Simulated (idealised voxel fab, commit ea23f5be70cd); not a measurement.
process module | voxel transistor to metal
cross-section cut | 195 nm wide | cells 5 nm
A cross-section is a grid of square cells, given in bands from the top down. A band is one or more rows of cells.
Each band's line starts with the height of the band's top and of its bottom, in nm. Then come its materials from left to right, each with its width in nm. One material with "throughout" fills the band from edge to edge. "air" is empty space.
Height 0 is the level under which the wafer as received is all one material. The lowest band goes on downwards, as in "0 down".
A width such as "30 to 40" changes by the same amount from each row of cells to the next, from the band's top row to its bottom row.
"no change" after a step means that no cell of the cross-section changed.
closed voids: empty space of 8 cells or more with no open way to the top, each as width x height at its distance from the left edge, in nm
after a step's settings: what the simulator itself notes on the step
overlay nm, on a step with a mask: how far to the right of its planned place the mask lay; to the left if negative
plan
1 op RECEIVE | material Si
2 op CONFORMAL_DEP | material SiO2 | thk nm 5
3 op CONFORMAL_DEP | material SiN | thk nm 10
4 op DIRECTIONAL_DEP | material aC | thk nm 10
5 op PATTERN | tone cover | mask id ACTIVE | material resist | width nm 115 | thk nm 25 | overlay nm 0
6 op DIRECTIONAL_ETCH | etch materials aC | depth nm 10
7 op STRIP | etch materials resist
8 op DIRECTIONAL_ETCH | etch materials SiN | depth nm 10
9 op DIRECTIONAL_ETCH | etch materials SiO2 | depth nm 5
10 op DIRECTIONAL_ETCH | etch materials Si | depth nm 25
11 op STRIP | etch materials aC
12 op FILL_DEP | material SiO2 | thk nm 5
13 op CMP | height nm 15
14 op SELECTIVE_ETCH | etch materials SiO2 | depth nm 10
15 op STRIP | etch materials SiN
16 op SELECTIVE_ETCH | etch materials SiO2 | depth nm 5
17 op OXIDIZE | depth nm 5
18 op DIRECTIONAL_DEP | material polySi | thk nm 25
19 op DIRECTIONAL_DEP | material SiCN | thk nm 15
20 op MASKED_ETCH | tone cover | mask id GATE | width nm 25 | etch materials SiCN | depth nm 25 | overlay nm 0
21 op MASKED_ETCH | tone cover | mask id GATE | width nm 25 | etch materials polySi | depth nm 35 | overlay nm 0
22 op CONFORMAL_DEP | material SiO2 | thk nm 5
23 op DIRECTIONAL_ETCH | etch materials SiO2 | depth nm 5
24 op CONFORMAL_DEP | material SiN | thk nm 10
25 op DIRECTIONAL_ETCH | etch materials SiN | depth nm 10
26 op DIRECTIONAL_ETCH | etch materials SiO2 | depth nm 5
27 op DIRECTIONAL_ETCH | etch materials Si | depth nm 5
28 op EPI | material SiGe | thk nm 10
29 op FILL_DEP | material SiO2 | thk nm 5
30 op CMP | height nm 25
31 op STRIP | etch materials polySi
32 op SELECTIVE_ETCH | etch materials SiO2 | depth nm 5
33 op CONFORMAL_DEP | material HfO2 | thk nm 5
34 op CONFORMAL_DEP | material TiN | thk nm 5
35 op FILL_DEP | material W | thk nm 5
36 op CMP | height nm 20
37 op DIRECTIONAL_DEP | material SiO2 | thk nm 10
38 op MASKED_ETCH | tone open | mask id CONTACT | width nm 20 | pitch nm 75 | etch materials SiO2 | depth nm 30 | overlay nm 0
39 op CONFORMAL_DEP | material TiN | thk nm 5
40 op FILL_DEP | material W | thk nm 5
41 op CMP | height nm 30
42 op CONFORMAL_DEP | material SiCN | thk nm 5
43 op DIRECTIONAL_DEP | material SiO2 | thk nm 15
44 op DIRECTIONAL_DEP | material aC | thk nm 15
45 op PATTERN | tone open | mask id METAL_1 | material resist | width nm 20 | pitch nm 75 | thk nm 30 | overlay nm 0
46 op DIRECTIONAL_ETCH | etch materials aC | depth nm 15
47 op STRIP | etch materials resist
48 op DIRECTIONAL_ETCH | etch materials SiO2 | depth nm 15
49 op DIRECTIONAL_ETCH | etch materials SiCN | depth nm 5
50 op STRIP | etch materials aC
51 op CONFORMAL_DEP | material TiN | thk nm 5
52 op FILL_DEP | material Ru | thk nm 5
53 op CMP | height nm 50
54 op CONFORMAL_DEP | material SiN | thk nm 5
first wafer, as planned
as received, after step 1
  0 down: Si throughout
  closed voids: none
after step 2
  5 to 0: SiO2 throughout
  below 0: unchanged
after step 3
  15 to 5: SiN throughout
  below 5: unchanged
after step 4
  25 to 15: aC throughout
  below 15: unchanged
after step 5
  50 to 25: air 40 | resist 115 | air 40
  below 25: unchanged
after step 6
  40 to 25: air 40 | resist 115 | air 40
  25 to 15: air 40 | aC 115 | air 40
  below 15: unchanged
after step 7
  25 to 15: air 40 | aC 115 | air 40
  below 15: unchanged
after step 8
  25 to 15: air 40 | aC 115 | air 40
  15 to 5: air 40 | SiN 115 | air 40
  below 5: unchanged
after step 9
  25 to 15: air 40 | aC 115 | air 40
  15 to 5: air 40 | SiN 115 | air 40
  5 to 0: air 40 | SiO2 115 | air 40
  below 0: unchanged
after step 10
  25 to 15: air 40 | aC 115 | air 40
  15 to 5: air 40 | SiN 115 | air 40
  5 to 0: air 40 | SiO2 115 | air 40
  0 to -25: air 40 | Si 115 | air 40
  below -25: unchanged
after step 11
  15 to 5: air 40 | SiN 115 | air 40
  below 5: unchanged
after step 12
  20 to 15: SiO2 throughout
  15 to 5: SiO2 40 | SiN 115 | SiO2 40
  5 to 0: SiO2 throughout
  0 to -25: SiO2 40 | Si 115 | SiO2 40
  below -25: unchanged
after step 13
  15 to 5: SiO2 40 | SiN 115 | SiO2 40
  below 5: unchanged
after step 14
  15 to 5: air 40 | SiN 115 | air 40
  below 5: unchanged
after step 15
  5 to 0: SiO2 throughout
  below 0: unchanged
after step 16
  0 to -25: SiO2 40 | Si 115 | SiO2 40
  below -25: unchanged
after step 17
  0 to -5: SiO2 throughout
  below -5: unchanged
after step 18
  25 to 0: polySi throughout
  below 0: unchanged
after step 19
  40 to 25: SiCN throughout
  below 25: unchanged
after step 20
  40 to 25: air 85 | SiCN 25 | air 85
  below 25: unchanged
after step 21
  40 to 25: air 85 | SiCN 25 | air 85
  25 to 0: air 85 | polySi 25 | air 85
  below 0: unchanged
after step 22
  45 to 40: air 80 | SiO2 35 | air 80
  40 to 25: air 80 | SiO2 5 | SiCN 25 | SiO2 5 | air 80
  25 to 5: air 80 | SiO2 5 | polySi 25 | SiO2 5 | air 80
  5 to 0: SiO2 85 | polySi 25 | SiO2 85
  below 0: unchanged
after step 23
  40 to 25: air 80 | SiO2 5 | SiCN 25 | SiO2 5 | air 80
  25 to 0: air 80 | SiO2 5 | polySi 25 | SiO2 5 | air 80
  below 0: unchanged
after step 24
  50 to 40: air 70 | SiN 55 | air 70
  40 to 25: air 70 | SiN 10 | SiO2 5 | SiCN 25 | SiO2 5 | SiN 10 | air 70
  25 to 10: air 70 | SiN 10 | SiO2 5 | polySi 25 | SiO2 5 | SiN 10 | air 70
  10 to 0: SiN 80 | SiO2 5 | polySi 25 | SiO2 5 | SiN 80
  below 0: unchanged
after step 25
  40 to 25: air 70 | SiN 10 | SiO2 5 | SiCN 25 | SiO2 5 | SiN 10 | air 70
  25 to 0: air 70 | SiN 10 | SiO2 5 | polySi 25 | SiO2 5 | SiN 10 | air 70
  below 0: unchanged
after step 26
  40 to 35: air 70 | SiN 10 | air 5 | SiCN 25 | air 5 | SiN 10 | air 70
  35 to 25: air 70 | SiN 10 | SiO2 5 | SiCN 25 | SiO2 5 | SiN 10 | air 70
  25 to 0: air 70 | SiN 10 | SiO2 5 | polySi 25 | SiO2 5 | SiN 10 | air 70
  0 to -5: air 70 | SiO2 55 | air 70
  below -5: unchanged
after step 27
  40 to 35: air 70 | SiN 10 | air 5 | SiCN 25 | air 5 | SiN 10 | air 70
  35 to 25: air 70 | SiN 10 | SiO2 5 | SiCN 25 | SiO2 5 | SiN 10 | air 70
  25 to 0: air 70 | SiN 10 | SiO2 5 | polySi 25 | SiO2 5 | SiN 10 | air 70
  0 to -5: air 70 | SiO2 55 | air 70
  -5 to -10: SiO2 40 | air 30 | Si 55 | air 30 | SiO2 40
  below -10: unchanged
after step 28
  40 to 35: air 70 | SiN 10 | air 5 | SiCN 25 | air 5 | SiN 10 | air 70
  35 to 25: air 70 | SiN 10 | SiO2 5 | SiCN 25 | SiO2 5 | SiN 10 | air 70
  25 to 5: air 70 | SiN 10 | SiO2 5 | polySi 25 | SiO2 5 | SiN 10 | air 70
  5 to 0: air 60 | SiGe 10 | SiN 10 | SiO2 5 | polySi 25 | SiO2 5 | SiN 10 | SiGe 10 | air 60
  0 to -5: air 35 | SiGe 35 | SiO2 55 | SiGe 35 | air 35
  -5 to -10: SiO2 40 | SiGe 30 | Si 55 | SiGe 30 | SiO2 40
  below -10: unchanged
after step 29
  45 to 40: SiO2 throughout
  40 to 25: SiO2 70 | SiN 10 | SiO2 5 | SiCN 25 | SiO2 5 | SiN 10 | SiO2 70
  25 to 5: SiO2 70 | SiN 10 | SiO2 5 | polySi 25 | SiO2 5 | SiN 10 | SiO2 70
  5 to 0: SiO2 60 | SiGe 10 | SiN 10 | SiO2 5 | polySi 25 | SiO2 5 | SiN 10 | SiGe 10 | SiO2 60
  0 to -5: SiO2 35 | SiGe 35 | SiO2 55 | SiGe 35 | SiO2 35
  below -5: unchanged
after step 30
  25 to 5: SiO2 70 | SiN 10 | SiO2 5 | polySi 25 | SiO2 5 | SiN 10 | SiO2 70
  below 5: unchanged
after step 31
  25 to 5: SiO2 70 | SiN 10 | SiO2 5 | air 25 | SiO2 5 | SiN 10 | SiO2 70
  5 to 0: SiO2 60 | SiGe 10 | SiN 10 | SiO2 5 | air 25 | SiO2 5 | SiN 10 | SiGe 10 | SiO2 60
  below 0: unchanged
after step 32
  25 to 20: air 70 | SiN 10 | air 35 | SiN 10 | air 70
  20 to 5: SiO2 70 | SiN 10 | air 35 | SiN 10 | SiO2 70
  5 to 0: SiO2 60 | SiGe 10 | SiN 10 | air 35 | SiN 10 | SiGe 10 | SiO2 60
  0 to -5: SiO2 35 | SiGe 35 | SiO2 10 | air 35 | SiO2 10 | SiGe 35 | SiO2 35
  below -5: unchanged
after step 33
  30 to 25: air 65 | HfO2 20 | air 25 | HfO2 20 | air 65
  25 to 20: HfO2 70 | SiN 10 | HfO2 5 | air 25 | HfO2 5 | SiN 10 | HfO2 70
  20 to 5: SiO2 70 | SiN 10 | HfO2 5 | air 25 | HfO2 5 | SiN 10 | SiO2 70
  5 to 0: SiO2 60 | SiGe 10 | SiN 10 | HfO2 5 | air 25 | HfO2 5 | SiN 10 | SiGe 10 | SiO2 60
  0 to -5: SiO2 35 | SiGe 35 | SiO2 10 | HfO2 35 | SiO2 10 | SiGe 35 | SiO2 35
  below -5: unchanged
after step 34
  35 to 30: air 60 | TiN 30 | air 15 | TiN 30 | air 60
  30 to 25: TiN 65 | HfO2 20 | TiN 5 | air 15 | TiN 5 | HfO2 20 | TiN 65
  25 to 20: HfO2 70 | SiN 10 | HfO2 5 | TiN 5 | air 15 | TiN 5 | HfO2 5 | SiN 10 | HfO2 70
  20 to 5: SiO2 70 | SiN 10 | HfO2 5 | TiN 5 | air 15 | TiN 5 | HfO2 5 | SiN 10 | SiO2 70
  5 to 0: SiO2 60 | SiGe 10 | SiN 10 | HfO2 5 | TiN 25 | HfO2 5 | SiN 10 | SiGe 10 | SiO2 60
  below 0: unchanged
after step 35
  40 to 35: W throughout
  35 to 30: W 60 | TiN 30 | W 15 | TiN 30 | W 60
  30 to 25: TiN 65 | HfO2 20 | TiN 5 | W 15 | TiN 5 | HfO2 20 | TiN 65
  25 to 20: HfO2 70 | SiN 10 | HfO2 5 | TiN 5 | W 15 | TiN 5 | HfO2 5 | SiN 10 | HfO2 70
  20 to 5: SiO2 70 | SiN 10 | HfO2 5 | TiN 5 | W 15 | TiN 5 | HfO2 5 | SiN 10 | SiO2 70
  below 5: unchanged
after step 36
  20 to 5: SiO2 70 | SiN 10 | HfO2 5 | TiN 5 | W 15 | TiN 5 | HfO2 5 | SiN 10 | SiO2 70
  below 5: unchanged
after step 37
  30 to 20: SiO2 throughout
  below 20: unchanged
after step 38
  30 to 20: SiO2 50 | air 20 | SiO2 55 | air 20 | SiO2 50
  20 to 5: SiO2 50 | air 20 | SiN 10 | HfO2 5 | TiN 5 | W 15 | TiN 5 | HfO2 5 | SiN 10 | air 20 | SiO2 50
  5 to 0: SiO2 50 | air 10 | SiGe 10 | SiN 10 | HfO2 5 | TiN 25 | HfO2 5 | SiN 10 | SiGe 10 | air 10 | SiO2 50
  below 0: unchanged
after step 39
  35 to 30: TiN 55 | air 10 | TiN 65 | air 10 | TiN 55
  30 to 20: SiO2 50 | TiN 5 | air 10 | TiN 5 | SiO2 55 | TiN 5 | air 10 | TiN 5 | SiO2 50
  20 to 10: SiO2 50 | TiN 5 | air 10 | TiN 5 | SiN 10 | HfO2 5 | TiN 5 | W 15 | TiN 5 | HfO2 5 | SiN 10 | TiN 5 | air 10 | TiN 5 | SiO2 50
  10 to 5: SiO2 50 | TiN 20 | SiN 10 | HfO2 5 | TiN 5 | W 15 | TiN 5 | HfO2 5 | SiN 10 | TiN 20 | SiO2 50
  5 to 0: SiO2 50 | TiN 10 | SiGe 10 | SiN 10 | HfO2 5 | TiN 25 | HfO2 5 | SiN 10 | SiGe 10 | TiN 10 | SiO2 50
  below 0: unchanged
after step 40
  40 to 35: W throughout
  35 to 30: TiN 55 | W 10 | TiN 65 | W 10 | TiN 55
  30 to 20: SiO2 50 | TiN 5 | W 10 | TiN 5 | SiO2 55 | TiN 5 | W 10 | TiN 5 | SiO2 50
  20 to 10: SiO2 50 | TiN 5 | W 10 | TiN 5 | SiN 10 | HfO2 5 | TiN 5 | W 15 | TiN 5 | HfO2 5 | SiN 10 | TiN 5 | W 10 | TiN 5 | SiO2 50
  below 10: unchanged
after step 41
  30 to 20: SiO2 50 | TiN 5 | W 10 | TiN 5 | SiO2 55 | TiN 5 | W 10 | TiN 5 | SiO2 50
  below 20: unchanged
after step 42
  35 to 30: SiCN throughout
  below 30: unchanged
after step 43
  50 to 35: SiO2 throughout
  below 35: unchanged
after step 44
  65 to 50: aC throughout
  below 50: unchanged
after step 45
  95 to 65: resist 50 | air 20 | resist 55 | air 20 | resist 50
  below 65: unchanged
after step 46
  80 to 65: resist 50 | air 20 | resist 55 | air 20 | resist 50
  65 to 50: aC 50 | air 20 | aC 55 | air 20 | aC 50
  below 50: unchanged
after step 47
  65 to 50: aC 50 | air 20 | aC 55 | air 20 | aC 50
  below 50: unchanged
after step 48
  65 to 50: aC 50 | air 20 | aC 55 | air 20 | aC 50
  50 to 35: SiO2 50 | air 20 | SiO2 55 | air 20 | SiO2 50
  below 35: unchanged
after step 49
  65 to 50: aC 50 | air 20 | aC 55 | air 20 | aC 50
  50 to 35: SiO2 50 | air 20 | SiO2 55 | air 20 | SiO2 50
  35 to 30: SiCN 50 | air 20 | SiCN 55 | air 20 | SiCN 50
  below 30: unchanged
after step 50
  50 to 35: SiO2 50 | air 20 | SiO2 55 | air 20 | SiO2 50
  below 35: unchanged
after step 51
  55 to 50: TiN 55 | air 10 | TiN 65 | air 10 | TiN 55
  50 to 35: SiO2 50 | TiN 5 | air 10 | TiN 5 | SiO2 55 | TiN 5 | air 10 | TiN 5 | SiO2 50
  35 to 30: SiCN 50 | TiN 20 | SiCN 55 | TiN 20 | SiCN 50
  below 30: unchanged
after step 52
  60 to 55: Ru throughout
  55 to 50: TiN 55 | Ru 10 | TiN 65 | Ru 10 | TiN 55
  50 to 35: SiO2 50 | TiN 5 | Ru 10 | TiN 5 | SiO2 55 | TiN 5 | Ru 10 | TiN 5 | SiO2 50
  below 35: unchanged
after step 53
  50 to 35: SiO2 50 | TiN 5 | Ru 10 | TiN 5 | SiO2 55 | TiN 5 | Ru 10 | TiN 5 | SiO2 50
  below 35: unchanged
after step 54
  55 to 50: SiN throughout
  below 50: unchanged
second wafer: like start, like plan, one mistake. Through step 4 it matches the first wafer
when step 5 should have ended
  50 to 25: air 30 | resist 115 | air 50
  below 25: unchanged
when step 6 should have ended
  40 to 25: air 30 | resist 115 | air 50
  25 to 15: air 30 | aC 115 | air 50
  below 15: unchanged
when step 7 should have ended
  25 to 15: air 30 | aC 115 | air 50
  below 15: unchanged
when step 8 should have ended
  25 to 15: air 30 | aC 115 | air 50
  15 to 5: air 30 | SiN 115 | air 50
  below 5: unchanged
when step 9 should have ended
  25 to 15: air 30 | aC 115 | air 50
  15 to 5: air 30 | SiN 115 | air 50
  5 to 0: air 30 | SiO2 115 | air 50
  below 0: unchanged
when step 10 should have ended
  25 to 15: air 30 | aC 115 | air 50
  15 to 5: air 30 | SiN 115 | air 50
  5 to 0: air 30 | SiO2 115 | air 50
  0 to -25: air 30 | Si 115 | air 50
  below -25: unchanged
when step 11 should have ended
  15 to 5: air 30 | SiN 115 | air 50
  below 5: unchanged
when step 12 should have ended
  20 to 15: SiO2 throughout
  15 to 5: SiO2 30 | SiN 115 | SiO2 50
  5 to 0: SiO2 throughout
  0 to -25: SiO2 30 | Si 115 | SiO2 50
  below -25: unchanged
when step 13 should have ended
  15 to 5: SiO2 30 | SiN 115 | SiO2 50
  below 5: unchanged
when step 14 should have ended
  15 to 5: air 30 | SiN 115 | air 50
  below 5: unchanged
when step 15 should have ended
  5 to 0: SiO2 throughout
  below 0: unchanged
when step 16 should have ended
  0 to -25: SiO2 30 | Si 115 | SiO2 50
  below -25: unchanged
when step 17 should have ended
  0 to -5: SiO2 throughout
  below -5: unchanged
when step 18 should have ended
  25 to 0: polySi throughout
  below 0: unchanged
when step 19 should have ended
  40 to 25: SiCN throughout
  below 25: unchanged
when step 20 should have ended
  40 to 25: air 85 | SiCN 25 | air 85
  below 25: unchanged
when step 21 should have ended
  40 to 25: air 85 | SiCN 25 | air 85
  25 to 0: air 85 | polySi 25 | air 85
  below 0: unchanged
when step 22 should have ended
  45 to 40: air 80 | SiO2 35 | air 80
  40 to 25: air 80 | SiO2 5 | SiCN 25 | SiO2 5 | air 80
  25 to 5: air 80 | SiO2 5 | polySi 25 | SiO2 5 | air 80
  5 to 0: SiO2 85 | polySi 25 | SiO2 85
  below 0: unchanged
when step 23 should have ended
  40 to 25: air 80 | SiO2 5 | SiCN 25 | SiO2 5 | air 80
  25 to 0: air 80 | SiO2 5 | polySi 25 | SiO2 5 | air 80
  below 0: unchanged
when step 24 should have ended
  50 to 40: air 70 | SiN 55 | air 70
  40 to 25: air 70 | SiN 10 | SiO2 5 | SiCN 25 | SiO2 5 | SiN 10 | air 70
  25 to 10: air 70 | SiN 10 | SiO2 5 | polySi 25 | SiO2 5 | SiN 10 | air 70
  10 to 0: SiN 80 | SiO2 5 | polySi 25 | SiO2 5 | SiN 80
  below 0: unchanged
when step 25 should have ended
  40 to 25: air 70 | SiN 10 | SiO2 5 | SiCN 25 | SiO2 5 | SiN 10 | air 70
  25 to 0: air 70 | SiN 10 | SiO2 5 | polySi 25 | SiO2 5 | SiN 10 | air 70
  below 0: unchanged
when step 26 should have ended
  40 to 35: air 70 | SiN 10 | air 5 | SiCN 25 | air 5 | SiN 10 | air 70
  35 to 25: air 70 | SiN 10 | SiO2 5 | SiCN 25 | SiO2 5 | SiN 10 | air 70
  25 to 0: air 70 | SiN 10 | SiO2 5 | polySi 25 | SiO2 5 | SiN 10 | air 70
  0 to -5: air 70 | SiO2 55 | air 70
  below -5: unchanged
when step 27 should have ended
  40 to 35: air 70 | SiN 10 | air 5 | SiCN 25 | air 5 | SiN 10 | air 70
  35 to 25: air 70 | SiN 10 | SiO2 5 | SiCN 25 | SiO2 5 | SiN 10 | air 70
  25 to 0: air 70 | SiN 10 | SiO2 5 | polySi 25 | SiO2 5 | SiN 10 | air 70
  0 to -5: air 70 | SiO2 55 | air 70
  -5 to -10: SiO2 30 | air 40 | Si 55 | air 20 | SiO2 50
  below -10: unchanged
when step 28 should have ended
  40 to 35: air 70 | SiN 10 | air 5 | SiCN 25 | air 5 | SiN 10 | air 70
  35 to 25: air 70 | SiN 10 | SiO2 5 | SiCN 25 | SiO2 5 | SiN 10 | air 70
  25 to 5: air 70 | SiN 10 | SiO2 5 | polySi 25 | SiO2 5 | SiN 10 | air 70
  5 to 0: air 60 | SiGe 10 | SiN 10 | SiO2 5 | polySi 25 | SiO2 5 | SiN 10 | SiGe 10 | air 60
  0 to -5: air 25 | SiGe 45 | SiO2 55 | SiGe 25 | air 45
  -5 to -10: SiO2 30 | SiGe 40 | Si 55 | SiGe 20 | SiO2 50
  below -10: unchanged
when step 29 should have ended
  45 to 40: SiO2 throughout
  40 to 25: SiO2 70 | SiN 10 | SiO2 5 | SiCN 25 | SiO2 5 | SiN 10 | SiO2 70
  25 to 5: SiO2 70 | SiN 10 | SiO2 5 | polySi 25 | SiO2 5 | SiN 10 | SiO2 70
  5 to 0: SiO2 60 | SiGe 10 | SiN 10 | SiO2 5 | polySi 25 | SiO2 5 | SiN 10 | SiGe 10 | SiO2 60
  0 to -5: SiO2 25 | SiGe 45 | SiO2 55 | SiGe 25 | SiO2 45
  below -5: unchanged
when step 30 should have ended
  25 to 5: SiO2 70 | SiN 10 | SiO2 5 | polySi 25 | SiO2 5 | SiN 10 | SiO2 70
  below 5: unchanged
when step 31 should have ended
  25 to 5: SiO2 70 | SiN 10 | SiO2 5 | air 25 | SiO2 5 | SiN 10 | SiO2 70
  5 to 0: SiO2 60 | SiGe 10 | SiN 10 | SiO2 5 | air 25 | SiO2 5 | SiN 10 | SiGe 10 | SiO2 60
  below 0: unchanged
when step 32 should have ended
  25 to 20: air 70 | SiN 10 | air 35 | SiN 10 | air 70
  20 to 5: SiO2 70 | SiN 10 | air 35 | SiN 10 | SiO2 70
  5 to 0: SiO2 60 | SiGe 10 | SiN 10 | air 35 | SiN 10 | SiGe 10 | SiO2 60
  0 to -5: SiO2 25 | SiGe 45 | SiO2 10 | air 35 | SiO2 10 | SiGe 25 | SiO2 45
  below -5: unchanged
when step 33 should have ended
  30 to 25: air 65 | HfO2 20 | air 25 | HfO2 20 | air 65
  25 to 20: HfO2 70 | SiN 10 | HfO2 5 | air 25 | HfO2 5 | SiN 10 | HfO2 70
  20 to 5: SiO2 70 | SiN 10 | HfO2 5 | air 25 | HfO2 5 | SiN 10 | SiO2 70
  5 to 0: SiO2 60 | SiGe 10 | SiN 10 | HfO2 5 | air 25 | HfO2 5 | SiN 10 | SiGe 10 | SiO2 60
  0 to -5: SiO2 25 | SiGe 45 | SiO2 10 | HfO2 35 | SiO2 10 | SiGe 25 | SiO2 45
  below -5: unchanged
when step 34 should have ended
  35 to 30: air 60 | TiN 30 | air 15 | TiN 30 | air 60
  30 to 25: TiN 65 | HfO2 20 | TiN 5 | air 15 | TiN 5 | HfO2 20 | TiN 65
  25 to 20: HfO2 70 | SiN 10 | HfO2 5 | TiN 5 | air 15 | TiN 5 | HfO2 5 | SiN 10 | HfO2 70
  20 to 5: SiO2 70 | SiN 10 | HfO2 5 | TiN 5 | air 15 | TiN 5 | HfO2 5 | SiN 10 | SiO2 70
  5 to 0: SiO2 60 | SiGe 10 | SiN 10 | HfO2 5 | TiN 25 | HfO2 5 | SiN 10 | SiGe 10 | SiO2 60
  below 0: unchanged
when step 35 should have ended
  40 to 35: W throughout
  35 to 30: W 60 | TiN 30 | W 15 | TiN 30 | W 60
  30 to 25: TiN 65 | HfO2 20 | TiN 5 | W 15 | TiN 5 | HfO2 20 | TiN 65
  25 to 20: HfO2 70 | SiN 10 | HfO2 5 | TiN 5 | W 15 | TiN 5 | HfO2 5 | SiN 10 | HfO2 70
  20 to 5: SiO2 70 | SiN 10 | HfO2 5 | TiN 5 | W 15 | TiN 5 | HfO2 5 | SiN 10 | SiO2 70
  below 5: unchanged
when step 36 should have ended
  20 to 5: SiO2 70 | SiN 10 | HfO2 5 | TiN 5 | W 15 | TiN 5 | HfO2 5 | SiN 10 | SiO2 70
  below 5: unchanged
when step 37 should have ended
  30 to 20: SiO2 throughout
  below 20: unchanged
when step 38 should have ended
  30 to 20: SiO2 50 | air 20 | SiO2 55 | air 20 | SiO2 50
  20 to 5: SiO2 50 | air 20 | SiN 10 | HfO2 5 | TiN 5 | W 15 | TiN 5 | HfO2 5 | SiN 10 | air 20 | SiO2 50
  5 to 0: SiO2 50 | air 10 | SiGe 10 | SiN 10 | HfO2 5 | TiN 25 | HfO2 5 | SiN 10 | SiGe 10 | air 10 | SiO2 50
  below 0: unchanged
when step 39 should have ended
  35 to 30: TiN 55 | air 10 | TiN 65 | air 10 | TiN 55
  30 to 20: SiO2 50 | TiN 5 | air 10 | TiN 5 | SiO2 55 | TiN 5 | air 10 | TiN 5 | SiO2 50
  20 to 10: SiO2 50 | TiN 5 | air 10 | TiN 5 | SiN 10 | HfO2 5 | TiN 5 | W 15 | TiN 5 | HfO2 5 | SiN 10 | TiN 5 | air 10 | TiN 5 | SiO2 50
  10 to 5: SiO2 50 | TiN 20 | SiN 10 | HfO2 5 | TiN 5 | W 15 | TiN 5 | HfO2 5 | SiN 10 | TiN 20 | SiO2 50
  5 to 0: SiO2 50 | TiN 10 | SiGe 10 | SiN 10 | HfO2 5 | TiN 25 | HfO2 5 | SiN 10 | SiGe 10 | TiN 10 | SiO2 50
  below 0: unchanged
when step 40 should have ended
  40 to 35: W throughout
  35 to 30: TiN 55 | W 10 | TiN 65 | W 10 | TiN 55
  30 to 20: SiO2 50 | TiN 5 | W 10 | TiN 5 | SiO2 55 | TiN 5 | W 10 | TiN 5 | SiO2 50
  20 to 10: SiO2 50 | TiN 5 | W 10 | TiN 5 | SiN 10 | HfO2 5 | TiN 5 | W 15 | TiN 5 | HfO2 5 | SiN 10 | TiN 5 | W 10 | TiN 5 | SiO2 50
  below 10: unchanged
when step 41 should have ended
  30 to 20: SiO2 50 | TiN 5 | W 10 | TiN 5 | SiO2 55 | TiN 5 | W 10 | TiN 5 | SiO2 50
  below 20: unchanged
when step 42 should have ended
  35 to 30: SiCN throughout
  below 30: unchanged
when step 43 should have ended
  50 to 35: SiO2 throughout
  below 35: unchanged
when step 44 should have ended
  65 to 50: aC throughout
  below 50: unchanged
when step 45 should have ended
  95 to 65: resist 50 | air 20 | resist 55 | air 20 | resist 50
  below 65: unchanged
when step 46 should have ended
  80 to 65: resist 50 | air 20 | resist 55 | air 20 | resist 50
  65 to 50: aC 50 | air 20 | aC 55 | air 20 | aC 50
  below 50: unchanged
when step 47 should have ended
  65 to 50: aC 50 | air 20 | aC 55 | air 20 | aC 50
  below 50: unchanged
when step 48 should have ended
  65 to 50: aC 50 | air 20 | aC 55 | air 20 | aC 50
  50 to 35: SiO2 50 | air 20 | SiO2 55 | air 20 | SiO2 50
  below 35: unchanged
when step 49 should have ended
  65 to 50: aC 50 | air 20 | aC 55 | air 20 | aC 50
  50 to 35: SiO2 50 | air 20 | SiO2 55 | air 20 | SiO2 50
  35 to 30: SiCN 50 | air 20 | SiCN 55 | air 20 | SiCN 50
  below 30: unchanged
when step 50 should have ended
  50 to 35: SiO2 50 | air 20 | SiO2 55 | air 20 | SiO2 50
  below 35: unchanged
when step 51 should have ended
  55 to 50: TiN 55 | air 10 | TiN 65 | air 10 | TiN 55
  50 to 35: SiO2 50 | TiN 5 | air 10 | TiN 5 | SiO2 55 | TiN 5 | air 10 | TiN 5 | SiO2 50
  35 to 30: SiCN 50 | TiN 20 | SiCN 55 | TiN 20 | SiCN 50
  below 30: unchanged
when step 52 should have ended
  60 to 55: Ru throughout
  55 to 50: TiN 55 | Ru 10 | TiN 65 | Ru 10 | TiN 55
  50 to 35: SiO2 50 | TiN 5 | Ru 10 | TiN 5 | SiO2 55 | TiN 5 | Ru 10 | TiN 5 | SiO2 50
  below 35: unchanged
when step 53 should have ended
  50 to 35: SiO2 50 | TiN 5 | Ru 10 | TiN 5 | SiO2 55 | TiN 5 | Ru 10 | TiN 5 | SiO2 50
  below 35: unchanged
when step 54 should have ended
  55 to 50: SiN throughout
  below 50: unchanged
what went wrong: step 5 ran as: op PATTERN | tone cover | mask id ACTIVE | material resist | width nm 115 | thk nm 25 | overlay nm -10
at the end the second wafer has, in cells: as many of each material as the first, in other places
